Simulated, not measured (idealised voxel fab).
The document below concerns the process module designated voxel gate over fins.
This is section cut - it's 175 nm across, gridded in 5 nm square cells.
Throughout this document, each cross-section is represented as a grid of square cells and is presented as a sequence of bands enumerated from the top downward, where a band comprises one or more rows of cells. Within each band entry, the heights of the top and of the bottom of the band appear first, in that order and in nm; the materials of the band then follow from left to right, each with its corresponding width in nm. The designation "all across" on a single material indicates that it fills the band from edge to edge; the designation "empty" indicates empty space. Height 0 is the level under which the wafer as received is all one material. The lowest band goes on downwards, as in "top 0, no bottom". It should be noted that a width expressed as "30 to 40" varies in equal increments from row to row of cells within the band, taking the value of the first number at the top row and that of the second number at the bottom row. When a step is marked "nothing got changed", none of the cells in the cross-section changed during that step. This entry, "Sealed cavities", enumerates those empty regions of no fewer than 8 cells that possess no open connection to the top. Each region is reported in the form width x height at distance, the distance being taken from the left edge, with all three quantities expressed in nm. On each step's line, the part that comes after the settings is the simulator's own comment on the step. If you see "overlay nm" on a step's line and that step has a mask, it's telling you how far right of where it was planned the mask ended up; a negative number means it went left instead.
Listed below are the process steps as planned
1,op RECEIVE | material Si
2,op CONFORMAL_DEP | material SiN | thk nm 5
3,op DIRECTIONAL_DEP | material aC | thk nm 10
4,op PATTERN | tone cover | mask id FINS | material resist | width nm 15 | pitch nm 40 | thk nm 25 | overlay nm 0
5,op DIRECTIONAL_ETCH | etch materials aC | depth nm 10
6,op STRIP | etch materials resist
7,op DIRECTIONAL_ETCH | etch materials SiN | depth nm 5
8,op DIRECTIONAL_ETCH | etch materials Si | depth nm 40
9,op STRIP | etch materials aC
10,op FILL_DEP | material SiO2 | thk nm 5
11,op CMP | height nm 5
12,op SELECTIVE_ETCH | etch materials SiO2 | depth nm 20
13,op STRIP | etch materials SiN
14,op CONFORMAL_DEP | material HfO2 | thk nm 5
15,op CONFORMAL_DEP | material TiN | thk nm 5
16,op FILL_DEP | material W | thk nm 15
17,op CMP | height nm 20
18,op CONFORMAL_DEP | material SiN | thk nm 5
Below: the first of two wafers, run as planned
As received, after step 1
    top 0, no bottom = Si all across
    Sealed cavities: none
Take a look at the wafer's cross-section after step 2
    top 5, bottom 0 = SiN all across
    At heights below 0, the structure remains unaltered.
Take a look at the wafer's cross-section after step 3
    top 15, bottom 5 = aC all across
    At heights below 5, the structure remains unaltered.
Take a look at the wafer's cross-section after step 4
    top 40, bottom 15 = empty: 20, then resist: 15, then empty: 25, then resist: 15, then empty: 25, then resist: 15, then empty: 25, then resist: 15, then empty: 20
    At heights below 15, the structure remains unaltered.
Take a look at the wafer's cross-section after step 5
    top 30, bottom 15 = empty: 20, then resist: 15, then empty: 25, then resist: 15, then empty: 25, then resist: 15, then empty: 25, then resist: 15, then empty: 20
    top 15, bottom 5 = empty: 20, then aC: 15, then empty: 25, then aC: 15, then empty: 25, then aC: 15, then empty: 25, then aC: 15, then empty: 20
    At heights below 5, the structure remains unaltered.
Take a look at the wafer's cross-section after step 6
    top 15, bottom 5 = empty: 20, then aC: 15, then empty: 25, then aC: 15, then empty: 25, then aC: 15, then empty: 25, then aC: 15, then empty: 20
    At heights below 5, the structure remains unaltered.
Take a look at the wafer's cross-section after step 7
    top 15, bottom 5 = empty: 20, then aC: 15, then empty: 25, then aC: 15, then empty: 25, then aC: 15, then empty: 25, then aC: 15, then empty: 20
    top 5, bottom 0 = empty: 20, then SiN: 15, then empty: 25, then SiN: 15, then empty: 25, then SiN: 15, then empty: 25, then SiN: 15, then empty: 20
    At heights below 0, the structure remains unaltered.
Take a look at the wafer's cross-section after step 8
    top 15, bottom 5 = empty: 20, then aC: 15, then empty: 25, then aC: 15, then empty: 25, then aC: 15, then empty: 25, then aC: 15, then empty: 20
    top 5, bottom 0 = empty: 20, then SiN: 15, then empty: 25, then SiN: 15, then empty: 25, then SiN: 15, then empty: 25, then SiN: 15, then empty: 20
    top 0, bottom -40 = empty: 20, then Si: 15, then empty: 25, then Si: 15, then empty: 25, then Si: 15, then empty: 25, then Si: 15, then empty: 20
    At heights below -40, the structure remains unaltered.
Take a look at the wafer's cross-section after step 9
    top 5, bottom 0 = empty: 20, then SiN: 15, then empty: 25, then SiN: 15, then empty: 25, then SiN: 15, then empty: 25, then SiN: 15, then empty: 20
    At heights below 0, the structure remains unaltered.
Take a look at the wafer's cross-section after step 10
    top 10, bottom 5 = SiO2 all across
    top 5, bottom 0 = SiO2: 20, then SiN: 15, then SiO2: 25, then SiN: 15, then SiO2: 25, then SiN: 15, then SiO2: 25, then SiN: 15, then SiO2: 20
    top 0, bottom -40 = SiO2: 20, then Si: 15, then SiO2: 25, then Si: 15, then SiO2: 25, then Si: 15, then SiO2: 25, then Si: 15, then SiO2: 20
    At heights below -40, the structure remains unaltered.
Take a look at the wafer's cross-section after step 11
    top 5, bottom 0 = SiO2: 20, then SiN: 15, then SiO2: 25, then SiN: 15, then SiO2: 25, then SiN: 15, then SiO2: 25, then SiN: 15, then SiO2: 20
    At heights below 0, the structure remains unaltered.
Take a look at the wafer's cross-section after step 12
    top 5, bottom 0 = empty: 20, then SiN: 15, then empty: 25, then SiN: 15, then empty: 25, then SiN: 15, then empty: 25, then SiN: 15, then empty: 20
    top 0, bottom -15 = empty: 20, then Si: 15, then empty: 25, then Si: 15, then empty: 25, then Si: 15, then empty: 25, then Si: 15, then empty: 20
    At heights below -15, the structure remains unaltered.
Take a look at the wafer's cross-section after step 13
    top 0, bottom -15 = empty: 20, then Si: 15, then empty: 25, then Si: 15, then empty: 25, then Si: 15, then empty: 25, then Si: 15, then empty: 20
    At heights below -15, the structure remains unaltered.
Take a look at the wafer's cross-section after step 14
    top 5, bottom 0 = empty: 15, then HfO2: 25, then empty: 15, then HfO2: 25, then empty: 15, then HfO2: 25, then empty: 15, then HfO2: 25, then empty: 15
    top 0, bottom -10 = empty: 15, then HfO2: 5, then Si: 15, then HfO2: 5, then empty: 15, then HfO2: 5, then Si: 15, then HfO2: 5, then empty: 15, then HfO2: 5, then Si: 15, then HfO2: 5, then empty: 15, then HfO2: 5, then Si: 15, then HfO2: 5, then empty: 15
    top -10, bottom -15 = HfO2: 20, then Si: 15, then HfO2: 25, then Si: 15, then HfO2: 25, then Si: 15, then HfO2: 25, then Si: 15, then HfO2: 20
    At heights below -15, the structure remains unaltered.
Take a look at the wafer's cross-section after step 15
    top 10, bottom 5 = empty: 10, then TiN: 35, then empty: 5, then TiN: 35, then empty: 5, then TiN: 35, then empty: 5, then TiN: 35, then empty: 10
    top 5, bottom 0 = empty: 10, then TiN: 5, then HfO2: 25, then TiN: 5, then empty: 5, then TiN: 5, then HfO2: 25, then TiN: 5, then empty: 5, then TiN: 5, then HfO2: 25, then TiN: 5, then empty: 5, then TiN: 5, then HfO2: 25, then TiN: 5, then empty: 10
    top 0, bottom -5 = empty: 10, then TiN: 5, then HfO2: 5, then Si: 15, then HfO2: 5, then TiN: 5, then empty: 5, then TiN: 5, then HfO2: 5, then Si: 15, then HfO2: 5, then TiN: 5, then empty: 5, then TiN: 5, then HfO2: 5, then Si: 15, then HfO2: 5, then TiN: 5, then empty: 5, then TiN: 5, then HfO2: 5, then Si: 15, then HfO2: 5, then TiN: 5, then empty: 10
    top -5, bottom -10 = TiN: 15, then HfO2: 5, then Si: 15, then HfO2: 5, then TiN: 15, then HfO2: 5, then Si: 15, then HfO2: 5, then TiN: 15, then HfO2: 5, then Si: 15, then HfO2: 5, then TiN: 15, then HfO2: 5, then Si: 15, then HfO2: 5, then TiN: 15
    At heights below -10, the structure remains unaltered.
Take a look at the wafer's cross-section after step 16
    top 25, bottom 10 = W all across
    top 10, bottom 5 = W: 10, then TiN: 35, then W: 5, then TiN: 35, then W: 5, then TiN: 35, then W: 5, then TiN: 35, then W: 10
    top 5, bottom 0 = W: 10, then TiN: 5, then HfO2: 25, then TiN: 5, then W: 5, then TiN: 5, then HfO2: 25, then TiN: 5, then W: 5, then TiN: 5, then HfO2: 25, then TiN: 5, then W: 5, then TiN: 5, then HfO2: 25, then TiN: 5, then W: 10
    top 0, bottom -5 = W: 10, then TiN: 5, then HfO2: 5, then Si: 15, then HfO2: 5, then TiN: 5, then W: 5, then TiN: 5, then HfO2: 5, then Si: 15, then HfO2: 5, then TiN: 5, then W: 5, then TiN: 5, then HfO2: 5, then Si: 15, then HfO2: 5, then TiN: 5, then W: 5, then TiN: 5, then HfO2: 5, then Si: 15, then HfO2: 5, then TiN: 5, then W: 10
    At heights below -5, the structure remains unaltered.
Take a look at the wafer's cross-section after step 17
    top 20, bottom 10 = W all across
    At heights below 10, the structure remains unaltered.
Take a look at the wafer's cross-section after step 18
    top 25, bottom 20 = SiN all across
    At heights below 20, the structure remains unaltered.
Wafer two of the pair: same origin, same plan, one error during the run; identical to wafer one up to and including step 3
X-section, second wafer, when step 4 was due to finish
    top 40, bottom 15 = empty: 15, then resist: 25, then empty: 15, then resist: 25, then empty: 15, then resist: 25, then empty: 15, then resist: 25, then empty: 15
    At heights below 15, the structure remains unaltered.
X-section, second wafer, when step 5 was due to finish
    top 30, bottom 15 = empty: 15, then resist: 25, then empty: 15, then resist: 25, then empty: 15, then resist: 25, then empty: 15, then resist: 25, then empty: 15
    top 15, bottom 5 = empty: 15, then aC: 25, then empty: 15, then aC: 25, then empty: 15, then aC: 25, then empty: 15, then aC: 25, then empty: 15
    At heights below 5, the structure remains unaltered.
X-section, second wafer, when step 6 was due to finish
    top 15, bottom 5 = empty: 15, then aC: 25, then empty: 15, then aC: 25, then empty: 15, then aC: 25, then empty: 15, then aC: 25, then empty: 15
    At heights below 5, the structure remains unaltered.
X-section, second wafer, when step 7 was due to finish
    top 15, bottom 5 = empty: 15, then aC: 25, then empty: 15, then aC: 25, then empty: 15, then aC: 25, then empty: 15, then aC: 25, then empty: 15
    top 5, bottom 0 = empty: 15, then SiN: 25, then empty: 15, then SiN: 25, then empty: 15, then SiN: 25, then empty: 15, then SiN: 25, then empty: 15
    At heights below 0, the structure remains unaltered.
X-section, second wafer, when step 8 was due to finish
    top 15, bottom 5 = empty: 15, then aC: 25, then empty: 15, then aC: 25, then empty: 15, then aC: 25, then empty: 15, then aC: 25, then empty: 15
    top 5, bottom 0 = empty: 15, then SiN: 25, then empty: 15, then SiN: 25, then empty: 15, then SiN: 25, then empty: 15, then SiN: 25, then empty: 15
    top 0, bottom -40 = empty: 15, then Si: 25, then empty: 15, then Si: 25, then empty: 15, then Si: 25, then empty: 15, then Si: 25, then empty: 15
    At heights below -40, the structure remains unaltered.
X-section, second wafer, when step 9 was due to finish
    top 5, bottom 0 = empty: 15, then SiN: 25, then empty: 15, then SiN: 25, then empty: 15, then SiN: 25, then empty: 15, then SiN: 25, then empty: 15
    At heights below 0, the structure remains unaltered.
X-section, second wafer, when step 10 was due to finish
    top 10, bottom 5 = SiO2 all across
    top 5, bottom 0 = SiO2: 15, then SiN: 25, then SiO2: 15, then SiN: 25, then SiO2: 15, then SiN: 25, then SiO2: 15, then SiN: 25, then SiO2: 15
    top 0, bottom -40 = SiO2: 15, then Si: 25, then SiO2: 15, then Si: 25, then SiO2: 15, then Si: 25, then SiO2: 15, then Si: 25, then SiO2: 15
    At heights below -40, the structure remains unaltered.
X-section, second wafer, when step 11 was due to finish
    top 5, bottom 0 = SiO2: 15, then SiN: 25, then SiO2: 15, then SiN: 25, then SiO2: 15, then SiN: 25, then SiO2: 15, then SiN: 25, then SiO2: 15
    At heights below 0, the structure remains unaltered.
X-section, second wafer, when step 12 was due to finish
    top 5, bottom 0 = empty: 15, then SiN: 25, then empty: 15, then SiN: 25, then empty: 15, then SiN: 25, then empty: 15, then SiN: 25, then empty: 15
    top 0, bottom -15 = empty: 15, then Si: 25, then empty: 15, then Si: 25, then empty: 15, then Si: 25, then empty: 15, then Si: 25, then empty: 15
    At heights below -15, the structure remains unaltered.
X-section, second wafer, when step 13 was due to finish
    top 0, bottom -15 = empty: 15, then Si: 25, then empty: 15, then Si: 25, then empty: 15, then Si: 25, then empty: 15, then Si: 25, then empty: 15
    At heights below -15, the structure remains unaltered.
X-section, second wafer, when step 14 was due to finish
    top 5, bottom 0 = empty: 10, then HfO2: 35, then empty: 5, then HfO2: 35, then empty: 5, then HfO2: 35, then empty: 5, then HfO2: 35, then empty: 10
    top 0, bottom -10 = empty: 10, then HfO2: 5, then Si: 25, then HfO2: 5, then empty: 5, then HfO2: 5, then Si: 25, then HfO2: 5, then empty: 5, then HfO2: 5, then Si: 25, then HfO2: 5, then empty: 5, then HfO2: 5, then Si: 25, then HfO2: 5, then empty: 10
    top -10, bottom -15 = HfO2: 15, then Si: 25, then HfO2: 15, then Si: 25, then HfO2: 15, then Si: 25, then HfO2: 15, then Si: 25, then HfO2: 15
    At heights below -15, the structure remains unaltered.
X-section, second wafer, when step 15 was due to finish
    top 10, bottom 5 = empty: 5, then TiN: 165, then empty: 5
    top 5, bottom 0 = empty: 5, then TiN: 5, then HfO2: 35, then TiN: 5, then HfO2: 35, then TiN: 5, then HfO2: 35, then TiN: 5, then HfO2: 35, then TiN: 5, then empty: 5
    top 0, bottom -5 = empty: 5, then TiN: 5, then HfO2: 5, then Si: 25, then HfO2: 5, then TiN: 5, then HfO2: 5, then Si: 25, then HfO2: 5, then TiN: 5, then HfO2: 5, then Si: 25, then HfO2: 5, then TiN: 5, then HfO2: 5, then Si: 25, then HfO2: 5, then TiN: 5, then empty: 5
    top -5, bottom -10 = TiN: 10, then HfO2: 5, then Si: 25, then HfO2: 5, then TiN: 5, then HfO2: 5, then Si: 25, then HfO2: 5, then TiN: 5, then HfO2: 5, then Si: 25, then HfO2: 5, then TiN: 5, then HfO2: 5, then Si: 25, then HfO2: 5, then TiN: 10
    At heights below -10, the structure remains unaltered.
X-section, second wafer, when step 16 was due to finish
    top 25, bottom 10 = W all across
    top 10, bottom 5 = W: 5, then TiN: 165, then W: 5
    top 5, bottom 0 = W: 5, then TiN: 5, then HfO2: 35, then TiN: 5, then HfO2: 35, then TiN: 5, then HfO2: 35, then TiN: 5, then HfO2: 35, then TiN: 5, then W: 5
    top 0, bottom -5 = W: 5, then TiN: 5, then HfO2: 5, then Si: 25, then HfO2: 5, then TiN: 5, then HfO2: 5, then Si: 25, then HfO2: 5, then TiN: 5, then HfO2: 5, then Si: 25, then HfO2: 5, then TiN: 5, then HfO2: 5, then Si: 25, then HfO2: 5, then TiN: 5, then W: 5
    At heights below -5, the structure remains unaltered.
X-section, second wafer, when step 17 was due to finish
    top 20, bottom 10 = W all across
    At heights below 10, the structure remains unaltered.
X-section, second wafer, when step 18 was due to finish
    top 25, bottom 20 = SiN all across
    At heights below 20, the structure remains unaltered.
What was done differently from what was planned? the process deviated at step 4: the operation and settings actually run there were op PATTERN | tone cover | mask id FINS | material resist | width nm 25 | pitch nm 40 | thk nm 25 | overlay nm 0
It is noted that, at the conclusion of processing, the second wafer exhibits a higher or lower cell count for certain materials relative to the first: Si: 64 more; SiO2: 40 fewer; TiN: 9 fewer; W: 15 fewer
